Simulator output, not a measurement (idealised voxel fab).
Proc. module: voxel self aligned vias
It is cross-section cut that appears here, measuring 175 nm in width, its square cells being 5 nm in size.
The cross-sections in this document take the form of a grid made of square cells. They are written out as bands, in order from top to bottom. Each band consists of one or more rows of cells. Heights first: top, then bottom, in nm. Then materials, left to right, each with a width in nm. "edge to edge" on a single material: fills the band edge to edge. "blank": empty space. Beneath 0, the wafer as received is one material, and that level is where height counting begins. The lowest band goes on downward without a bottom; it is written like "top 0, no bottom". With a width like "30->40", each row of cells in the band differs from the next by the same amount, the top row carrying the first number and the bottom row the second. You'll sometimes find "no alteration" written for a step, and that's the way of saying that nowhere in the cross-section did a cell change during that step. "Completely enclosed voids": sealed empty spaces, 8 cells or more, no open way to top, listed width x height at distance, with distance from the left edge and width, height and distance in nm. What comes after the settings on a step's line is commentary from the simulator itself on that step. The "overlay nm" setting may appear on a step's line; for a step that uses a mask, it gives how far to the right of its planned position the mask lay, and a negative value indicates the left.

PLAN
- 1: op RECEIVE | material Si
- 2: op CONFORMAL_DEP | material SiO2 | thk nm 15
- 3: op CONFORMAL_DEP | material SiCN | thk nm 5
- 4: op DIRECTIONAL_DEP | material SiO2 | thk nm 20
- 5: op DIRECTIONAL_DEP | material aC | thk nm 15
- 6: op PATTERN | tone open | mask id LINES | material resist | width nm 30 | pitch nm 70 | thk nm 35 | overlay nm 0
- 7: op DIRECTIONAL_ETCH | etch materials aC | depth nm 15
- 8: op STRIP | etch materials resist
- 9: op DIRECTIONAL_ETCH | etch materials SiO2 | depth nm 20
- 10: op STRIP | etch materials aC
- 11: op CONFORMAL_DEP | material TiN | thk nm 5
- 12: op FILL_DEP | material Ru | thk nm 10
- 13: op CMP | height nm 40
- 14: op SELECTIVE_ETCH | etch materials W Ru TiN | depth nm 10
- 15: op FILL_DEP | material SiN | thk nm 5
- 16: op CMP | height nm 40
- 17: op DIRECTIONAL_DEP | material SiO2 | thk nm 15
- 18: op DIRECTIONAL_DEP | material aC | thk nm 10
- 19: op PATTERN | tone open | mask id VIAS | material resist | width nm 50 | thk nm 30 | overlay nm 0
- 20: op DIRECTIONAL_ETCH | etch materials aC | depth nm 10
- 21: op STRIP | etch materials resist
- 22: op DIRECTIONAL_ETCH | etch materials SiO2 | depth nm 15
- 23: op DIRECTIONAL_ETCH | etch materials SiN | depth nm 10
- 24: op STRIP | etch materials aC
- 25: op CONFORMAL_DEP | material TiN | thk nm 5
- 26: op FILL_DEP | material W | thk nm 10
- 27: op CMP | height nm 55
- 28: op CONFORMAL_DEP | material SiN | thk nm 5

CROSS-SECTION OF THE WAFER AS IT CAME TO US, I.E., ALREADY THROUGH STEP 1
	top 0, no bottom: Si edge to edge
	Completely enclosed voids: none

FIRST OF TWO WAFERS, END-OF-MODULE SECTION, RUN FOLLOWED PLAN
	top 60, bottom 55: SiN edge to edge
	top 55, bottom 45: SiO2=25 | TiN=5 | W=40 | TiN=5 | SiO2=100
	top 45, bottom 40: SiO2=25 | TiN=15 | W=20 | TiN=15 | SiO2=100
	top 40, bottom 35: SiO2=35 | TiN=5 | W=20 | TiN=5 | SiO2=40 | SiN=30 | SiO2=40
	top 35, bottom 30: SiO2=35 | TiN=30 | SiO2=40 | SiN=30 | SiO2=40
	top 30, bottom 25: SiO2=35 | TiN=5 | Ru=20 | TiN=5 | SiO2=40 | TiN=5 | Ru=20 | TiN=5 | SiO2=40
	top 25, bottom 20: SiO2=35 | TiN=30 | SiO2=40 | TiN=30 | SiO2=40
	top 20, bottom 15: SiCN edge to edge
	top 15, bottom 0: SiO2 edge to edge
	top 0, no bottom: Si edge to edge
	Completely enclosed voids: none

SO THIS IS WAFER NUMBER TWO OF THE TWO, CUT AT THE END OF THE MODULE - IT STARTED WHERE THE FIRST DID AND HAD THE SAME PLAN, WE JUST GOT ONE THING WRONG RUNNING IT
	top 60, bottom 55: SiN edge to edge
	top 55, bottom 45: SiO2=25 | TiN=5 | W=40 | TiN=5 | SiO2=100
	top 45, bottom 40: SiO2=25 | TiN=15 | W=20 | TiN=15 | SiO2=100
	top 40, bottom 35: SiO2=35 | TiN=5 | W=20 | TiN=5 | SiO2=40 | SiN=30 | SiO2=40
	top 35, bottom 30: SiO2=35 | TiN=30 | SiO2=40 | SiN=30 | SiO2=40
	top 30, bottom 25: SiO2=35 | TiN=5 | Ru=20 | TiN=5 | SiO2=40 | TiN=5 | Ru=20 | TiN=5 | SiO2=40
	top 25, bottom 20: SiO2=35 | TiN=30 | SiO2=40 | TiN=30 | SiO2=40
	top 20, bottom 5: SiO2 edge to edge
	top 5, bottom 0: SiCN edge to edge
	top 0, no bottom: Si edge to edge
	Completely enclosed voids: none
What broke from the plan during processing? swap of plan steps 2 and 3 during execution
at the end the second wafer has, in cells: as many of each material as the first, in other places
